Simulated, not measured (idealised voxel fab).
The following process module bears the name voxel transistor to metal.
FYI the section here is cut, 195 nm wide, cells are 5 nm squares.
We lay out every cross-section as a grid of square cells and spell it out in bands from the top down, where one band means one or more rows of cells. Top, bottom (nm), then materials left to right with widths (nm); lone material tagged "full width" fills the whole band edge to edge; "blank" = empty space. All heights in this document are referenced to 0, defined as the level beneath which the wafer, as received, consists entirely of one material. The lowest band is not bounded below; it extends indefinitely downward and is written in the form "z 0 and below". The expression "30->40" gives the width at the extremes of the band, the first number at its top row of cells and the second at its bottom row, with the width changing by equal amounts from each row to the next in between. No cell of the cross-section changed in a step that is given as "no modification". Listed in "Enclosed void entries": every empty space of 8 or more cells without an open way to the top. Form: width x height at distance, the distance being from the left edge, all in nm. Note: text after step settings on the step line = simulator remark on that step. "overlay nm" on a masked step: distance the mask lay right of its planned place, negative for left.
## The steps planned for the process are as follows
1) RECEIVE (material Si)
2) OXIDIZE (depth nm 5)
3) CONFORMAL_DEP (material SiN; thk nm 10)
4) DIRECTIONAL_DEP (material aC; thk nm 10)
5) PATTERN (tone cover; mask id ACTIVE; material resist; width nm 105; thk nm 25; overlay nm 0)
6) DIRECTIONAL_ETCH (etch materials aC; depth nm 10)
7) STRIP (etch materials resist)
8) DIRECTIONAL_ETCH (etch materials SiN; depth nm 10)
9) DIRECTIONAL_ETCH (etch materials SiO2; depth nm 5)
10) DIRECTIONAL_ETCH (etch materials Si; depth nm 35)
11) STRIP (etch materials aC)
12) OXIDIZE (depth nm 5)
13) FILL_DEP (material SiO2; thk nm 15)
14) CMP (height nm 10)
15) SELECTIVE_ETCH (etch materials SiO2; depth nm 10)
16) STRIP (etch materials SiN)
17) SELECTIVE_ETCH (etch materials SiO2; depth nm 5)
18) OXIDIZE (depth nm 5)
19) DIRECTIONAL_DEP (material polySi; thk nm 30)
20) DIRECTIONAL_DEP (material SiCN; thk nm 10)
21) DIRECTIONAL_DEP (material aC; thk nm 15)
22) PATTERN (tone cover; mask id GATE; material resist; width nm 35; thk nm 35; overlay nm 0)
23) DIRECTIONAL_ETCH (etch materials aC; depth nm 15)
24) STRIP (etch materials resist)
25) DIRECTIONAL_ETCH (etch materials SiCN; depth nm 20)
26) DIRECTIONAL_ETCH (etch materials polySi; depth nm 40)
27) STRIP (etch materials aC)
28) CONFORMAL_DEP (material SiO2; thk nm 5)
29) DIRECTIONAL_ETCH (etch materials SiO2; depth nm 5)
30) CONFORMAL_DEP (material SiN; thk nm 5)
31) DIRECTIONAL_ETCH (etch materials SiN; depth nm 5)
32) DIRECTIONAL_ETCH (etch materials SiO2; depth nm 5)
33) DIRECTIONAL_ETCH (etch materials Si; depth nm 5)
34) EPI (material nSi; thk nm 10)
35) FILL_DEP (material SiO2; thk nm 10)
36) CMP (height nm 25)
37) STRIP (etch materials polySi)
38) SELECTIVE_ETCH (etch materials SiO2; depth nm 5)
39) CONFORMAL_DEP (material HfO2; thk nm 5)
40) CONFORMAL_DEP (material TiN; thk nm 5)
41) FILL_DEP (material W; thk nm 5)
42) CMP (height nm 20)
43) DIRECTIONAL_DEP (material SiO2; thk nm 10)
44) PATTERN (tone open; mask id CONTACT; material resist; width nm 15; pitch nm 80; thk nm 15; overlay nm 0)
45) DIRECTIONAL_ETCH (etch materials SiO2; depth nm 35)
46) STRIP (etch materials resist)
47) CONFORMAL_DEP (material TiN; thk nm 5)
48) FILL_DEP (material W; thk nm 10)
49) CMP (height nm 30)
50) DIRECTIONAL_DEP (material TiN; thk nm 5)
51) DIRECTIONAL_DEP (material Ru; thk nm 20)
52) PATTERN (tone cover; mask id METAL_1; material resist; width nm 15; pitch nm 80; thk nm 15; overlay nm 0)
53) DIRECTIONAL_ETCH (etch materials Ru; depth nm 20)
54) DIRECTIONAL_ETCH (etch materials TiN; depth nm 5)
55) STRIP (etch materials resist)
56) FILL_DEP (material lowk; thk nm 5)
57) CMP (height nm 55)
58) CONFORMAL_DEP (material SiCN; thk nm 5)
59) DIRECTIONAL_DEP (material SiO2; thk nm 35)
60) PATTERN (tone open; mask id METAL_2; material resist; width nm 15; pitch nm 80; thk nm 15; overlay nm 0)
61) DIRECTIONAL_ETCH (etch materials SiO2; depth nm 20)
62) STRIP (etch materials resist)
63) PATTERN (tone open; mask id METAL_2_HOLES; material resist; width nm 15; pitch nm 80; thk nm 15; overlay nm 0)
64) DIRECTIONAL_ETCH (etch materials SiO2; depth nm 15)
65) DIRECTIONAL_ETCH (etch materials SiCN; depth nm 5)
66) STRIP (etch materials resist)
67) CONFORMAL_DEP (material TiN; thk nm 5)
68) FILL_DEP (material Cu; thk nm 10)
69) CMP (height nm 95)
70) CONFORMAL_DEP (material SiCN; thk nm 5)
## The first of a set of two wafers, run to plan
## Cross-section, incoming material, after step 1
* z 0 and below  Si full width
* Enclosed void entries: none
## Wafer xsec, post step 2
* z 0 to -5  SiO2 full width
* Anything lower than -5 is untouched.
## Wafer xsec, post step 3
* z 10 to 0  SiN full width
* Anything lower than 0 is untouched.
## Wafer xsec, post step 4
* z 20 to 10  aC full width
* Anything lower than 10 is untouched.
## Wafer xsec, post step 5
* z 45 to 20  45 of blank  105 of resist  45 of blank
* Anything lower than 20 is untouched.
## Wafer xsec, post step 6
* z 35 to 20  45 of blank  105 of resist  45 of blank
* z 20 to 10  45 of blank  105 of aC  45 of blank
* Anything lower than 10 is untouched.
## Wafer xsec, post step 7
* z 20 to 10  45 of blank  105 of aC  45 of blank
* Anything lower than 10 is untouched.
## Wafer xsec, post step 8
* z 20 to 10  45 of blank  105 of aC  45 of blank
* z 10 to 0  45 of blank  105 of SiN  45 of blank
* Anything lower than 0 is untouched.
## Wafer xsec, post step 9
* z 20 to 10  45 of blank  105 of aC  45 of blank
* z 10 to 0  45 of blank  105 of SiN  45 of blank
* z 0 to -5  45 of blank  105 of SiO2  45 of blank
* Anything lower than -5 is untouched.
## Wafer xsec, post step 10
* z 20 to 10  45 of blank  105 of aC  45 of blank
* z 10 to 0  45 of blank  105 of SiN  45 of blank
* z 0 to -5  45 of blank  105 of SiO2  45 of blank
* z -5 to -40  45 of blank  105 of Si  45 of blank
* Anything lower than -40 is untouched.
## Wafer xsec, post step 11
* z 10 to 0  45 of blank  105 of SiN  45 of blank
* Anything lower than 0 is untouched.
## Wafer xsec, post step 12
* z 10 to 0  45 of blank  105 of SiN  45 of blank
* z 0 to -5  45 of blank  105 of SiO2  45 of blank
* z -5 to -40  45 of blank  5 of SiO2  95 of Si  5 of SiO2  45 of blank
* z -40 to -45  50 of SiO2  95 of Si  50 of SiO2
* Anything lower than -45 is untouched.
## Wafer xsec, post step 13
* z 25 to 10  SiO2 full width
* z 10 to 0  45 of SiO2  105 of SiN  45 of SiO2
* z 0 to -5  SiO2 full width
* z -5 to -45  50 of SiO2  95 of Si  50 of SiO2
* Anything lower than -45 is untouched.
## Wafer xsec, post step 14
* z 10 to 0  45 of SiO2  105 of SiN  45 of SiO2
* Anything lower than 0 is untouched.
## Wafer xsec, post step 15
* z 10 to 0  45 of blank  105 of SiN  45 of blank
* Anything lower than 0 is untouched.
## Wafer xsec, post step 16
* z 0 to -5  SiO2 full width
* Anything lower than -5 is untouched.
## Wafer xsec, post step 17
* z -5 to -45  50 of SiO2  95 of Si  50 of SiO2
* Anything lower than -45 is untouched.
## Wafer xsec, post step 18
* z -5 to -10  SiO2 full width
* Anything lower than -10 is untouched.
## Wafer xsec, post step 19
* z 25 to -5  polySi full width
* Anything lower than -5 is untouched.
## Wafer xsec, post step 20
* z 35 to 25  SiCN full width
* Anything lower than 25 is untouched.
## Wafer xsec, post step 21
* z 50 to 35  aC full width
* Anything lower than 35 is untouched.
## Wafer xsec, post step 22
* z 85 to 50  80 of blank  35 of resist  80 of blank
* Anything lower than 50 is untouched.
## Wafer xsec, post step 23
* z 70 to 50  80 of blank  35 of resist  80 of blank
* z 50 to 35  80 of blank  35 of aC  80 of blank
* Anything lower than 35 is untouched.
## Wafer xsec, post step 24
* z 50 to 35  80 of blank  35 of aC  80 of blank
* Anything lower than 35 is untouched.
## Wafer xsec, post step 25
* z 50 to 35  80 of blank  35 of aC  80 of blank
* z 35 to 25  80 of blank  35 of SiCN  80 of blank
* Anything lower than 25 is untouched.
## Wafer xsec, post step 26
* z 50 to 35  80 of blank  35 of aC  80 of blank
* z 35 to 25  80 of blank  35 of SiCN  80 of blank
* z 25 to -5  80 of blank  35 of polySi  80 of blank
* Anything lower than -5 is untouched.
## Wafer xsec, post step 27
* z 35 to 25  80 of blank  35 of SiCN  80 of blank
* Anything lower than 25 is untouched.
## Wafer xsec, post step 28
* z 40 to 35  75 of blank  45 of SiO2  75 of blank
* z 35 to 25  75 of blank  5 of SiO2  35 of SiCN  5 of SiO2  75 of blank
* z 25 to 0  75 of blank  5 of SiO2  35 of polySi  5 of SiO2  75 of blank
* z 0 to -5  80 of SiO2  35 of polySi  80 of SiO2
* Anything lower than -5 is untouched.
## Wafer xsec, post step 29
* z 35 to 25  75 of blank  5 of SiO2  35 of SiCN  5 of SiO2  75 of blank
* z 25 to -5  75 of blank  5 of SiO2  35 of polySi  5 of SiO2  75 of blank
* Anything lower than -5 is untouched.
## Wafer xsec, post step 30
* z 40 to 35  70 of blank  55 of SiN  70 of blank
* z 35 to 25  70 of blank  5 of SiN  5 of SiO2  35 of SiCN  5 of SiO2  5 of SiN  70 of blank
* z 25 to 0  70 of blank  5 of SiN  5 of SiO2  35 of polySi  5 of SiO2  5 of SiN  70 of blank
* z 0 to -5  75 of SiN  5 of SiO2  35 of polySi  5 of SiO2  75 of SiN
* Anything lower than -5 is untouched.
## Wafer xsec, post step 31
* z 35 to 25  70 of blank  5 of SiN  5 of SiO2  35 of SiCN  5 of SiO2  5 of SiN  70 of blank
* z 25 to -5  70 of blank  5 of SiN  5 of SiO2  35 of polySi  5 of SiO2  5 of SiN  70 of blank
* Anything lower than -5 is untouched.
## Wafer xsec, post step 32
* z 35 to 30  70 of blank  5 of SiN  5 of blank  35 of SiCN  5 of blank  5 of SiN  70 of blank
* z 30 to 25  70 of blank  5 of SiN  5 of SiO2  35 of SiCN  5 of SiO2  5 of SiN  70 of blank
* z 25 to -5  70 of blank  5 of SiN  5 of SiO2  35 of polySi  5 of SiO2  5 of SiN  70 of blank
* z -5 to -10  70 of blank  55 of SiO2  70 of blank
* Anything lower than -10 is untouched.
## Wafer xsec, post step 33
* z 35 to 30  70 of blank  5 of SiN  5 of blank  35 of SiCN  5 of blank  5 of SiN  70 of blank
* z 30 to 25  70 of blank  5 of SiN  5 of SiO2  35 of SiCN  5 of SiO2  5 of SiN  70 of blank
* z 25 to -5  70 of blank  5 of SiN  5 of SiO2  35 of polySi  5 of SiO2  5 of SiN  70 of blank
* z -5 to -10  70 of blank  55 of SiO2  70 of blank
* z -10 to -15  50 of SiO2  20 of blank  55 of Si  20 of blank  50 of SiO2
* Anything lower than -15 is untouched.
## Wafer xsec, post step 34
* z 35 to 30  70 of blank  5 of SiN  5 of blank  35 of SiCN  5 of blank  5 of SiN  70 of blank
* z 30 to 25  70 of blank  5 of SiN  5 of SiO2  35 of SiCN  5 of SiO2  5 of SiN  70 of blank
* z 25 to 0  70 of blank  5 of SiN  5 of SiO2  35 of polySi  5 of SiO2  5 of SiN  70 of blank
* z 0 to -5  60 of blank  10 of nSi  5 of SiN  5 of SiO2  35 of polySi  5 of SiO2  5 of SiN  10 of nSi  60 of blank
* z -5 to -10  45 of blank  25 of nSi  55 of SiO2  25 of nSi  45 of blank
* z -10 to -15  50 of SiO2  20 of nSi  55 of Si  20 of nSi  50 of SiO2
* Anything lower than -15 is untouched.
## Wafer xsec, post step 35
* z 45 to 35  SiO2 full width
* z 35 to 25  70 of SiO2  5 of SiN  5 of SiO2  35 of SiCN  5 of SiO2  5 of SiN  70 of SiO2
* z 25 to 0  70 of SiO2  5 of SiN  5 of SiO2  35 of polySi  5 of SiO2  5 of SiN  70 of SiO2
* z 0 to -5  60 of SiO2  10 of nSi  5 of SiN  5 of SiO2  35 of polySi  5 of SiO2  5 of SiN  10 of nSi  60 of SiO2
* z -5 to -10  45 of SiO2  25 of nSi  55 of SiO2  25 of nSi  45 of SiO2
* Anything lower than -10 is untouched.
## Wafer xsec, post step 36
* z 25 to 0  70 of SiO2  5 of SiN  5 of SiO2  35 of polySi  5 of SiO2  5 of SiN  70 of SiO2
* Anything lower than 0 is untouched.
## Wafer xsec, post step 37
* z 25 to 0  70 of SiO2  5 of SiN  5 of SiO2  35 of blank  5 of SiO2  5 of SiN  70 of SiO2
* z 0 to -5  60 of SiO2  10 of nSi  5 of SiN  5 of SiO2  35 of blank  5 of SiO2  5 of SiN  10 of nSi  60 of SiO2
* Anything lower than -5 is untouched.
## Wafer xsec, post step 38
* z 25 to 20  70 of blank  5 of SiN  45 of blank  5 of SiN  70 of blank
* z 20 to 0  70 of SiO2  5 of SiN  45 of blank  5 of SiN  70 of SiO2
* z 0 to -5  60 of SiO2  10 of nSi  5 of SiN  45 of blank  5 of SiN  10 of nSi  60 of SiO2
* z -5 to -10  45 of SiO2  25 of nSi  5 of SiO2  45 of blank  5 of SiO2  25 of nSi  45 of SiO2
* Anything lower than -10 is untouched.
## Wafer xsec, post step 39
* z 30 to 25  65 of blank  15 of HfO2  35 of blank  15 of HfO2  65 of blank
* z 25 to 20  70 of HfO2  5 of SiN  5 of HfO2  35 of blank  5 of HfO2  5 of SiN  70 of HfO2
* z 20 to 0  70 of SiO2  5 of SiN  5 of HfO2  35 of blank  5 of HfO2  5 of SiN  70 of SiO2
* z 0 to -5  60 of SiO2  10 of nSi  5 of SiN  5 of HfO2  35 of blank  5 of HfO2  5 of SiN  10 of nSi  60 of SiO2
* z -5 to -10  45 of SiO2  25 of nSi  5 of SiO2  45 of HfO2  5 of SiO2  25 of nSi  45 of SiO2
* Anything lower than -10 is untouched.
## Wafer xsec, post step 40
* z 35 to 30  60 of blank  25 of TiN  25 of blank  25 of TiN  60 of blank
* z 30 to 25  65 of TiN  15 of HfO2  5 of TiN  25 of blank  5 of TiN  15 of HfO2  65 of TiN
* z 25 to 20  70 of HfO2  5 of SiN  5 of HfO2  5 of TiN  25 of blank  5 of TiN  5 of HfO2  5 of SiN  70 of HfO2
* z 20 to 0  70 of SiO2  5 of SiN  5 of HfO2  5 of TiN  25 of blank  5 of TiN  5 of HfO2  5 of SiN  70 of SiO2
* z 0 to -5  60 of SiO2  10 of nSi  5 of SiN  5 of HfO2  35 of TiN  5 of HfO2  5 of SiN  10 of nSi  60 of SiO2
* Anything lower than -5 is untouched.
## Wafer xsec, post step 41
* z 40 to 35  W full width
* z 35 to 30  60 of W  25 of TiN  25 of W  25 of TiN  60 of W
* z 30 to 25  65 of TiN  15 of HfO2  5 of TiN  25 of W  5 of TiN  15 of HfO2  65 of TiN
* z 25 to 20  70 of HfO2  5 of SiN  5 of HfO2  5 of TiN  25 of W  5 of TiN  5 of HfO2  5 of SiN  70 of HfO2
* z 20 to 0  70 of SiO2  5 of SiN  5 of HfO2  5 of TiN  25 of W  5 of TiN  5 of HfO2  5 of SiN  70 of SiO2
* Anything lower than 0 is untouched.
## Wafer xsec, post step 42
* z 20 to 0  70 of SiO2  5 of SiN  5 of HfO2  5 of TiN  25 of W  5 of TiN  5 of HfO2  5 of SiN  70 of SiO2
* Anything lower than 0 is untouched.
## Wafer xsec, post step 43
* z 30 to 20  SiO2 full width
* Anything lower than 20 is untouched.
## Wafer xsec, post step 44
* z 45 to 30  50 of resist  15 of blank  65 of resist  15 of blank  50 of resist
* Anything lower than 30 is untouched.
## Wafer xsec, post step 45
* z 45 to 30  50 of resist  15 of blank  65 of resist  15 of blank  50 of resist
* z 30 to 20  50 of SiO2  15 of blank  65 of SiO2  15 of blank  50 of SiO2
* z 20 to 0  50 of SiO2  15 of blank  5 of SiO2  5 of SiN  5 of HfO2  5 of TiN  25 of W  5 of TiN  5 of HfO2  5 of SiN  5 of SiO2  15 of blank  50 of SiO2
* z 0 to -5  50 of SiO2  10 of blank  10 of nSi  5 of SiN  5 of HfO2  35 of TiN  5 of HfO2  5 of SiN  10 of nSi  10 of blank  50 of SiO2
* Anything lower than -5 is untouched.
## Wafer xsec, post step 46
* z 30 to 20  50 of SiO2  15 of blank  65 of SiO2  15 of blank  50 of SiO2
* Anything lower than 20 is untouched.
## Wafer xsec, post step 47
* z 35 to 30  55 of TiN  5 of blank  75 of TiN  5 of blank  55 of TiN
* z 30 to 20  50 of SiO2  5 of TiN  5 of blank  5 of TiN  65 of SiO2  5 of TiN  5 of blank  5 of TiN  50 of SiO2
* z 20 to 5  50 of SiO2  5 of TiN  5 of blank  5 of TiN  5 of SiO2  5 of SiN  5 of HfO2  5 of TiN  25 of W  5 of TiN  5 of HfO2  5 of SiN  5 of SiO2  5 of TiN  5 of blank  5 of TiN  50 of SiO2
* z 5 to 0  50 of SiO2  15 of TiN  5 of SiO2  5 of SiN  5 of HfO2  5 of TiN  25 of W  5 of TiN  5 of HfO2  5 of SiN  5 of SiO2  15 of TiN  50 of SiO2
* z 0 to -5  50 of SiO2  10 of TiN  10 of nSi  5 of SiN  5 of HfO2  35 of TiN  5 of HfO2  5 of SiN  10 of nSi  10 of TiN  50 of SiO2
* Anything lower than -5 is untouched.
## Wafer xsec, post step 48
* z 45 to 35  W full width
* z 35 to 30  55 of TiN  5 of W  75 of TiN  5 of W  55 of TiN
* z 30 to 20  50 of SiO2  5 of TiN  5 of W  5 of TiN  65 of SiO2  5 of TiN  5 of W  5 of TiN  50 of SiO2
* z 20 to 5  50 of SiO2  5 of TiN  5 of W  5 of TiN  5 of SiO2  5 of SiN  5 of HfO2  5 of TiN  25 of W  5 of TiN  5 of HfO2  5 of SiN  5 of SiO2  5 of TiN  5 of W  5 of TiN  50 of SiO2
* Anything lower than 5 is untouched.
## Wafer xsec, post step 49
* z 30 to 20  50 of SiO2  5 of TiN  5 of W  5 of TiN  65 of SiO2  5 of TiN  5 of W  5 of TiN  50 of SiO2
* Anything lower than 20 is untouched.
## Wafer xsec, post step 50
* z 35 to 30  TiN full width
* Anything lower than 30 is untouched.
## Wafer xsec, post step 51
* z 55 to 35  Ru full width
* Anything lower than 35 is untouched.
## Wafer xsec, post step 52
* z 70 to 55  50 of blank  15 of resist  65 of blank  15 of resist  50 of blank
* Anything lower than 55 is untouched.
## Wafer xsec, post step 53
* z 70 to 55  50 of blank  15 of resist  65 of blank  15 of resist  50 of blank
* z 55 to 35  50 of blank  15 of Ru  65 of blank  15 of Ru  50 of blank
* Anything lower than 35 is untouched.
## Wafer xsec, post step 54
* z 70 to 55  50 of blank  15 of resist  65 of blank  15 of resist  50 of blank
* z 55 to 35  50 of blank  15 of Ru  65 of blank  15 of Ru  50 of blank
* z 35 to 30  50 of blank  15 of TiN  65 of blank  15 of TiN  50 of blank
* Anything lower than 30 is untouched.
## Wafer xsec, post step 55
* z 55 to 35  50 of blank  15 of Ru  65 of blank  15 of Ru  50 of blank
* Anything lower than 35 is untouched.
## Wafer xsec, post step 56
* z 60 to 55  lowk full width
* z 55 to 35  50 of lowk  15 of Ru  65 of lowk  15 of Ru  50 of lowk
* z 35 to 30  50 of lowk  15 of TiN  65 of lowk  15 of TiN  50 of lowk
* Anything lower than 30 is untouched.
## Wafer xsec, post step 57
* z 55 to 35  50 of lowk  15 of Ru  65 of lowk  15 of Ru  50 of lowk
* Anything lower than 35 is untouched.
## Wafer xsec, post step 58
* z 60 to 55  SiCN full width
* Anything lower than 55 is untouched.
## Wafer xsec, post step 59
* z 95 to 60  SiO2 full width
* Anything lower than 60 is untouched.
## Wafer xsec, post step 60
* z 110 to 95  50 of resist  15 of blank  65 of resist  15 of blank  50 of resist
* Anything lower than 95 is untouched.
## Wafer xsec, post step 61
* z 110 to 95  50 of resist  15 of blank  65 of resist  15 of blank  50 of resist
* z 95 to 75  50 of SiO2  15 of blank  65 of SiO2  15 of blank  50 of SiO2
* Anything lower than 75 is untouched.
## Wafer xsec, post step 62
* z 95 to 75  50 of SiO2  15 of blank  65 of SiO2  15 of blank  50 of SiO2
* Anything lower than 75 is untouched.
## Wafer xsec, post step 63
* z 110 to 95  50 of resist  15 of blank  65 of resist  15 of blank  50 of resist
* Anything lower than 95 is untouched.
## Wafer xsec, post step 64
* z 110 to 95  50 of resist  15 of blank  65 of resist  15 of blank  50 of resist
* z 95 to 60  50 of SiO2  15 of blank  65 of SiO2  15 of blank  50 of SiO2
* Anything lower than 60 is untouched.
## Wafer xsec, post step 65
* z 110 to 95  50 of resist  15 of blank  65 of resist  15 of blank  50 of resist
* z 95 to 60  50 of SiO2  15 of blank  65 of SiO2  15 of blank  50 of SiO2
* z 60 to 55  50 of SiCN  15 of blank  65 of SiCN  15 of blank  50 of SiCN
* Anything lower than 55 is untouched.
## Wafer xsec, post step 66
* z 95 to 60  50 of SiO2  15 of blank  65 of SiO2  15 of blank  50 of SiO2
* Anything lower than 60 is untouched.
## Wafer xsec, post step 67
* z 100 to 95  55 of TiN  5 of blank  75 of TiN  5 of blank  55 of TiN
* z 95 to 60  50 of SiO2  5 of TiN  5 of blank  5 of TiN  65 of SiO2  5 of TiN  5 of blank  5 of TiN  50 of SiO2
* z 60 to 55  50 of SiCN  15 of TiN  65 of SiCN  15 of TiN  50 of SiCN
* Anything lower than 55 is untouched.
## Wafer xsec, post step 68
* z 110 to 100  Cu full width
* z 100 to 95  55 of TiN  5 of Cu  75 of TiN  5 of Cu  55 of TiN
* z 95 to 60  50 of SiO2  5 of TiN  5 of Cu  5 of TiN  65 of SiO2  5 of TiN  5 of Cu  5 of TiN  50 of SiO2
* Anything lower than 60 is untouched.
## Wafer xsec, post step 69
* z 95 to 60  50 of SiO2  5 of TiN  5 of Cu  5 of TiN  65 of SiO2  5 of TiN  5 of Cu  5 of TiN  50 of SiO2
* Anything lower than 60 is untouched.
## Wafer xsec, post step 70
* z 100 to 95  SiCN full width
* Anything lower than 95 is untouched.
## Wafer two of two - same starting point, same process plan, one mistake in execution; matches wafer one up to and including step 43
## Second wafer, section view, time point: scheduled end of step 44
* z 45 to 30  45 of resist  15 of blank  65 of resist  15 of blank  55 of resist
* Anything lower than 30 is untouched.
## Second wafer, section view, time point: scheduled end of step 45
* z 45 to 30  45 of resist  15 of blank  65 of resist  15 of blank  55 of resist
* z 30 to 20  45 of SiO2  15 of blank  65 of SiO2  15 of blank  55 of SiO2
* z 20 to 0  45 of SiO2  15 of blank  10 of SiO2  5 of SiN  5 of HfO2  5 of TiN  25 of W  5 of TiN  5 of HfO2  5 of SiN  15 of blank  55 of SiO2
* z 0 to -5  45 of SiO2  15 of blank  10 of nSi  5 of SiN  5 of HfO2  35 of TiN  5 of HfO2  5 of SiN  10 of nSi  5 of blank  55 of SiO2
* Anything lower than -5 is untouched.
## Second wafer, section view, time point: scheduled end of step 46
* z 30 to 20  45 of SiO2  15 of blank  65 of SiO2  15 of blank  55 of SiO2
* Anything lower than 20 is untouched.
## Second wafer, section view, time point: scheduled end of step 47
* z 35 to 30  50 of TiN  5 of blank  75 of TiN  5 of blank  60 of TiN
* z 30 to 20  45 of SiO2  5 of TiN  5 of blank  5 of TiN  65 of SiO2  5 of TiN  5 of blank  5 of TiN  55 of SiO2
* z 20 to 5  45 of SiO2  5 of TiN  5 of blank  5 of TiN  10 of SiO2  5 of SiN  5 of HfO2  5 of TiN  25 of W  5 of TiN  5 of HfO2  5 of SiN  5 of TiN  5 of blank  5 of TiN  55 of SiO2
* z 5 to 0  45 of SiO2  5 of TiN  5 of blank  5 of TiN  10 of SiO2  5 of SiN  5 of HfO2  5 of TiN  25 of W  5 of TiN  5 of HfO2  5 of SiN  15 of TiN  55 of SiO2
* z 0 to -5  45 of SiO2  15 of TiN  10 of nSi  5 of SiN  5 of HfO2  35 of TiN  5 of HfO2  5 of SiN  10 of nSi  5 of TiN  55 of SiO2
* Anything lower than -5 is untouched.
## Second wafer, section view, time point: scheduled end of step 48
* z 45 to 35  W full width
* z 35 to 30  50 of TiN  5 of W  75 of TiN  5 of W  60 of TiN
* z 30 to 20  45 of SiO2  5 of TiN  5 of W  5 of TiN  65 of SiO2  5 of TiN  5 of W  5 of TiN  55 of SiO2
* z 20 to 5  45 of SiO2  5 of TiN  5 of W  5 of TiN  10 of SiO2  5 of SiN  5 of HfO2  5 of TiN  25 of W  5 of TiN  5 of HfO2  5 of SiN  5 of TiN  5 of W  5 of TiN  55 of SiO2
* z 5 to 0  45 of SiO2  5 of TiN  5 of W  5 of TiN  10 of SiO2  5 of SiN  5 of HfO2  5 of TiN  25 of W  5 of TiN  5 of HfO2  5 of SiN  15 of TiN  55 of SiO2
* Anything lower than 0 is untouched.
## Second wafer, section view, time point: scheduled end of step 49
* z 30 to 20  45 of SiO2  5 of TiN  5 of W  5 of TiN  65 of SiO2  5 of TiN  5 of W  5 of TiN  55 of SiO2
* Anything lower than 20 is untouched.
## Second wafer, section view, time point: scheduled end of step 50
* z 35 to 30  TiN full width
* Anything lower than 30 is untouched.
## Second wafer, section view, time point: scheduled end of step 51
* z 55 to 35  Ru full width
* Anything lower than 35 is untouched.
## Second wafer, section view, time point: scheduled end of step 52
* z 70 to 55  50 of blank  15 of resist  65 of blank  15 of resist  50 of blank
* Anything lower than 55 is untouched.
## Second wafer, section view, time point: scheduled end of step 53
* z 70 to 55  50 of blank  15 of resist  65 of blank  15 of resist  50 of blank
* z 55 to 35  50 of blank  15 of Ru  65 of blank  15 of Ru  50 of blank
* Anything lower than 35 is untouched.
## Second wafer, section view, time point: scheduled end of step 54
* z 70 to 55  50 of blank  15 of resist  65 of blank  15 of resist  50 of blank
* z 55 to 35  50 of blank  15 of Ru  65 of blank  15 of Ru  50 of blank
* z 35 to 30  50 of blank  15 of TiN  65 of blank  15 of TiN  50 of blank
* Anything lower than 30 is untouched.
## Second wafer, section view, time point: scheduled end of step 55
* z 55 to 35  50 of blank  15 of Ru  65 of blank  15 of Ru  50 of blank
* Anything lower than 35 is untouched.
## Second wafer, section view, time point: scheduled end of step 56
* z 60 to 55  lowk full width
* z 55 to 35  50 of lowk  15 of Ru  65 of lowk  15 of Ru  50 of lowk
* z 35 to 30  50 of lowk  15 of TiN  65 of lowk  15 of TiN  50 of lowk
* Anything lower than 30 is untouched.
## Second wafer, section view, time point: scheduled end of step 57
* z 55 to 35  50 of lowk  15 of Ru  65 of lowk  15 of Ru  50 of lowk
* Anything lower than 35 is untouched.
## Second wafer, section view, time point: scheduled end of step 58
* z 60 to 55  SiCN full width
* Anything lower than 55 is untouched.
## Second wafer, section view, time point: scheduled end of step 59
* z 95 to 60  SiO2 full width
* Anything lower than 60 is untouched.
## Second wafer, section view, time point: scheduled end of step 60
* z 110 to 95  50 of resist  15 of blank  65 of resist  15 of blank  50 of resist
* Anything lower than 95 is untouched.
## Second wafer, section view, time point: scheduled end of step 61
* z 110 to 95  50 of resist  15 of blank  65 of resist  15 of blank  50 of resist
* z 95 to 75  50 of SiO2  15 of blank  65 of SiO2  15 of blank  50 of SiO2
* Anything lower than 75 is untouched.
## Second wafer, section view, time point: scheduled end of step 62
* z 95 to 75  50 of SiO2  15 of blank  65 of SiO2  15 of blank  50 of SiO2
* Anything lower than 75 is untouched.
## Second wafer, section view, time point: scheduled end of step 63
* z 110 to 95  50 of resist  15 of blank  65 of resist  15 of blank  50 of resist
* Anything lower than 95 is untouched.
## Second wafer, section view, time point: scheduled end of step 64
* z 110 to 95  50 of resist  15 of blank  65 of resist  15 of blank  50 of resist
* z 95 to 60  50 of SiO2  15 of blank  65 of SiO2  15 of blank  50 of SiO2
* Anything lower than 60 is untouched.
## Second wafer, section view, time point: scheduled end of step 65
* z 110 to 95  50 of resist  15 of blank  65 of resist  15 of blank  50 of resist
* z 95 to 60  50 of SiO2  15 of blank  65 of SiO2  15 of blank  50 of SiO2
* z 60 to 55  50 of SiCN  15 of blank  65 of SiCN  15 of blank  50 of SiCN
* Anything lower than 55 is untouched.
## Second wafer, section view, time point: scheduled end of step 66
* z 95 to 60  50 of SiO2  15 of blank  65 of SiO2  15 of blank  50 of SiO2
* Anything lower than 60 is untouched.
## Second wafer, section view, time point: scheduled end of step 67
* z 100 to 95  55 of TiN  5 of blank  75 of TiN  5 of blank  55 of TiN
* z 95 to 60  50 of SiO2  5 of TiN  5 of blank  5 of TiN  65 of SiO2  5 of TiN  5 of blank  5 of TiN  50 of SiO2
* z 60 to 55  50 of SiCN  15 of TiN  65 of SiCN  15 of TiN  50 of SiCN
* Anything lower than 55 is untouched.
## Second wafer, section view, time point: scheduled end of step 68
* z 110 to 100  Cu full width
* z 100 to 95  55 of TiN  5 of Cu  75 of TiN  5 of Cu  55 of TiN
* z 95 to 60  50 of SiO2  5 of TiN  5 of Cu  5 of TiN  65 of SiO2  5 of TiN  5 of Cu  5 of TiN  50 of SiO2
* Anything lower than 60 is untouched.
## Second wafer, section view, time point: scheduled end of step 69
* z 95 to 60  50 of SiO2  5 of TiN  5 of Cu  5 of TiN  65 of SiO2  5 of TiN  5 of Cu  5 of TiN  50 of SiO2
* Anything lower than 60 is untouched.
## Second wafer, section view, time point: scheduled end of step 70
* z 100 to 95  SiCN full width
* Anything lower than 95 is untouched.
Which mistake was made when the wafer was run? heads up, step 44 didn't go per plan, it actually ran as PATTERN (tone open; mask id CONTACT; material resist; width nm 15; pitch nm 80; thk nm 15; overlay nm -5)
Final cells, second wafer relative to first, materials higher or lower: TiN -1, W +1
